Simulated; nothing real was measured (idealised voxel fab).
process module | voxel double patterning
cross-section cut | 175 nm wide | cells 5 nm
A cross-section is a grid of square cells, given in bands from the top down. A band is one or more rows of cells.
Each band's line starts with the height of the band's top and of its bottom, in nm. Then come its materials from left to right, each with its width in nm. One material with "throughout" fills the band from edge to edge. "air" is empty space.
Height 0 is the level under which the wafer as received is all one material. The lowest band goes on downwards, as in "0 down".
A width such as "30 to 40" changes by the same amount from each row of cells to the next, from the band's top row to its bottom row.
"no change" after a step means that no cell of the cross-section changed.
closed voids: empty space of 8 cells or more with no open way to the top, each as width x height at its distance from the left edge, in nm
after a step's settings: what the simulator itself notes on the step
overlay nm, on a step with a mask: how far to the right of its planned place the mask lay; to the left if negative
plan
1 op RECEIVE | material Si
2 op CONFORMAL_DEP | material SiN | thk nm 10
3 op DIRECTIONAL_DEP | material SiO2 | thk nm 20
4 op DIRECTIONAL_DEP | material SiCN | thk nm 10
5 op MASKED_ETCH | tone open | mask id FIRST | width nm 15 | pitch nm 50 | etch materials SiCN | depth nm 10 | overlay nm 0
6 op DIRECTIONAL_DEP | material aC | thk nm 15
7 op PATTERN | tone open | mask id SECOND | material resist | width nm 15 | thk nm 35 | overlay nm 0
8 op DIRECTIONAL_ETCH | etch materials aC | depth nm 15
9 op STRIP | etch materials resist
10 op DIRECTIONAL_ETCH | etch materials SiCN | depth nm 10
11 op STRIP | etch materials aC
12 op DIRECTIONAL_ETCH | etch materials SiO2 | depth nm 20
13 op STRIP | etch materials SiCN
as received, after step 1
  0 down: Si throughout
  closed voids: none
a wafer at the end: this start, this plan, one mistake
  30 to 10: SiO2 65 | air 30 | SiO2 20 | air 15 | SiO2 45
  10 to 0: SiN throughout
  0 down: Si throughout
  closed voids: none
what went wrong: step 5 ran as: op MASKED_ETCH | tone open | mask id FIRST | width nm 15 | pitch nm 50 | etch materials SiCN | depth nm 10 | overlay nm 10
